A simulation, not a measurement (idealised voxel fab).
process module | voxel self aligned contacts
cross-section cut | 280 nm wide | cells 5 nm
A cross-section is a grid of square cells, given in bands from the top down. A band is one or more rows of cells.
Each band's line starts with the height of the band's top and of its bottom, in nm. Then come its materials from left to right, each with its width in nm. One material with "throughout" fills the band from edge to edge. "air" is empty space.
Height 0 is the level under which the wafer as received is all one material. The lowest band goes on downwards, as in "0 down".
A width such as "30 to 40" changes by the same amount from each row of cells to the next, from the band's top row to its bottom row.
"no change" after a step means that no cell of the cross-section changed.
closed voids: empty space of 8 cells or more with no open way to the top, each as width x height at its distance from the left edge, in nm
after a step's settings: what the simulator itself notes on the step
overlay nm, on a step with a mask: how far to the right of its planned place the mask lay; to the left if negative
plan
1 op RECEIVE | material Si
2 op CONFORMAL_DEP | material SiO2 | thk nm 5
3 op DIRECTIONAL_DEP | material polySi | thk nm 20
4 op DIRECTIONAL_DEP | material SiN | thk nm 15
5 op PATTERN | tone cover | mask id GATE | material resist | width nm 25 | pitch nm 50 | thk nm 20 | overlay nm 0
6 op DIRECTIONAL_ETCH | etch materials SiN | depth nm 15
7 op DIRECTIONAL_ETCH | etch materials polySi | depth nm 20
8 op STRIP | etch materials resist
9 op CONFORMAL_DEP | material SiN | thk nm 5
10 op DIRECTIONAL_ETCH | etch materials SiN | depth nm 5
11 op FILL_DEP | material SiO2 | thk nm 15
12 op CMP | height nm 45
13 op MASKED_ETCH | tone open | mask id CONTACT | width nm 35 | etch materials SiO2 | depth nm 45 | overlay nm 0
14 op CONFORMAL_DEP | material TiN | thk nm 5
15 op FILL_DEP | material W | thk nm 10
16 op CMP | height nm 45
17 op CONFORMAL_DEP | material SiCN | thk nm 5
as received, after step 1
  0 down: Si throughout
  closed voids: none
first wafer at the end, as planned
  50 to 45: SiCN throughout
  45 to 40: SiO2 120 | TiN 15 | W 5 | TiN 15 | SiO2 125
  40 to 25: SiO2 95 | SiN 35 | TiN 5 | W 5 | TiN 5 | SiN 35 | SiO2 100
  25 to 5: SiO2 95 | SiN 5 | polySi 25 | SiN 5 | TiN 5 | W 5 | TiN 5 | SiN 5 | polySi 25 | SiN 5 | SiO2 100
  5 to 0: SiO2 130 | TiN 15 | SiO2 135
  0 down: Si throughout
  closed voids: none
second wafer at the end: like start, like plan, one mistake
  50 to 45: SiCN throughout
  45 to 40: SiO2 95 | SiN 35 | TiN 15 | SiN 35 | SiO2 100
  40 to 25: SiN throughout
  25 to 5: polySi throughout
  5 to 0: SiO2 throughout
  0 down: Si throughout
  closed voids: none
what went wrong: step 4 was run twice
at the end the second wafer has, in cells: 124 more of SiN | 280 fewer of SiO2 | 20 fewer of TiN | 8 fewer of W | 184 more of polySi
